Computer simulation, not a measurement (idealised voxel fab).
process module | voxel capacitor over wiring
cross-section cut | 220 nm wide | cells 5 nm
A cross-section is a grid of square cells, given in bands from the top down. A band is one or more rows of cells.
Each band's line starts with the height of the band's top and of its bottom, in nm. Then come its materials from left to right, each with its width in nm. One material with "throughout" fills the band from edge to edge. "air" is empty space.
Height 0 is the level under which the wafer as received is all one material. The lowest band goes on downwards, as in "0 down".
A width such as "30 to 40" changes by the same amount from each row of cells to the next, from the band's top row to its bottom row.
"no change" after a step means that no cell of the cross-section changed.
closed voids: empty space of 8 cells or more with no open way to the top, each as width x height at its distance from the left edge, in nm
after a step's settings: what the simulator itself notes on the step
overlay nm, on a step with a mask: how far to the right of its planned place the mask lay; to the left if negative
plan
1 op RECEIVE | material Si
2 op CONFORMAL_DEP | material SiO2 | thk nm 10
3 op CONFORMAL_DEP | material SiN | thk nm 5
4 op DIRECTIONAL_DEP | material SiO2 | thk nm 15
5 op PATTERN | tone open | mask id METAL_1 | material resist | width nm 20 | pitch nm 90 | thk nm 20 | overlay nm 0
6 op DIRECTIONAL_ETCH | etch materials SiO2 | depth nm 15
7 op DIRECTIONAL_ETCH | etch materials SiN | depth nm 5
8 op STRIP | etch materials resist
9 op CONFORMAL_DEP | material TiN | thk nm 5
10 op FILL_DEP | material Ru | thk nm 5
11 op CMP | height nm 30
12 op EPI | material Ru | thk nm 5
13 op FILL_DEP | material SiCN | thk nm 5
14 op DIRECTIONAL_DEP | material lowk | thk nm 20
15 op MASKED_ETCH | tone open | mask id PLUG_1 | width nm 15 | etch materials lowk | depth nm 20 | overlay nm 0
16 op MASKED_ETCH | tone open | mask id PLUG_1 | width nm 15 | etch materials SiCN | depth nm 5 | overlay nm 0
17 op CONFORMAL_DEP | material TiN | thk nm 5
18 op FILL_DEP | material Cu | thk nm 10
19 op CMP | height nm 60
20 op DIRECTIONAL_DEP | material TiN | thk nm 10
21 op DIRECTIONAL_DEP | material SiN | thk nm 5
22 op DIRECTIONAL_DEP | material TiN | thk nm 5
23 op PATTERN | tone cover | mask id UPPER_PLATE | material resist | width nm 75 | thk nm 15 | overlay nm 0
24 op DIRECTIONAL_ETCH | etch materials TiN | depth nm 5
25 op DIRECTIONAL_ETCH | etch materials SiN | depth nm 5
26 op STRIP | etch materials resist
27 op DIRECTIONAL_DEP | material aC | thk nm 10
28 op PATTERN | tone cover | mask id LOWER_PLATE | material resist | width nm 85 | thk nm 25 | overlay nm 0
29 op DIRECTIONAL_ETCH | etch materials aC | depth nm 10
30 op STRIP | etch materials resist
31 op DIRECTIONAL_ETCH | etch materials TiN | depth nm 10
32 op STRIP | etch materials aC
33 op FILL_DEP | material SiO2 | thk nm 20
34 op CMP | height nm 95
35 op PATTERN | tone open | mask id PLUG_2 | material resist | width nm 15 | thk nm 15 | overlay nm 0
36 op DIRECTIONAL_ETCH | etch materials SiO2 | depth nm 15
37 op STRIP | etch materials resist
38 op CONFORMAL_DEP | material TiN | thk nm 5
39 op FILL_DEP | material Cu | thk nm 10
40 op CMP | height nm 95
41 op CONFORMAL_DEP | material SiN | thk nm 5
as received, after step 1
  0 down: Si throughout
  closed voids: none
first wafer at the end, as planned
  100 to 95: SiN throughout
  95 to 85: SiO2 70 | TiN 5 | Cu 5 | TiN 5 | SiO2 135
  85 to 75: SiO2 70 to 60 | TiN 15 to 75 | SiO2 135 to 85
  75 to 70: SiO2 60 | SiN 75 | SiO2 85
  70 to 60: SiO2 55 | TiN 85 | SiO2 80
  60 to 40: lowk 60 | TiN 5 | Cu 5 | TiN 5 | lowk 145
  40 to 35: SiCN 60 | TiN 15 | SiCN 145
  35 to 30: SiCN 50 | Ru 30 | SiCN 60 | Ru 30 | SiCN 50
  30 to 15: SiO2 55 | TiN 5 | Ru 10 | TiN 5 | SiO2 70 | TiN 5 | Ru 10 | TiN 5 | SiO2 55
  15 to 10: SiN 55 | TiN 20 | SiN 70 | TiN 20 | SiN 55
  10 to 0: SiO2 throughout
  0 down: Si throughout
  closed voids: none
second wafer at the end: like start, like plan, one mistake
  100 to 95: SiN throughout
  95 to 85: SiO2 70 | TiN 5 | Cu 5 | TiN 5 | SiO2 135
  85 to 80: SiO2 70 | TiN 15 | SiO2 135
  80 to 75: SiO2 throughout
  75 to 70: SiO2 60 | TiN 75 | SiO2 85
  70 to 60: SiO2 55 | TiN 85 | SiO2 80
  60 to 40: lowk 60 | TiN 5 | Cu 5 | TiN 5 | lowk 145
  40 to 35: SiCN 60 | TiN 15 | SiCN 145
  35 to 30: SiCN 50 | Ru 30 | SiCN 60 | Ru 30 | SiCN 50
  30 to 15: SiO2 55 | TiN 5 | Ru 10 | TiN 5 | SiO2 70 | TiN 5 | Ru 10 | TiN 5 | SiO2 55
  15 to 10: SiN 55 | TiN 20 | SiN 70 | TiN 20 | SiN 55
  10 to 0: SiO2 throughout
  0 down: Si throughout
  closed voids: none
what went wrong: step 21 was left out
at the end the second wafer has, in cells: 15 fewer of SiN | 15 more of SiO2
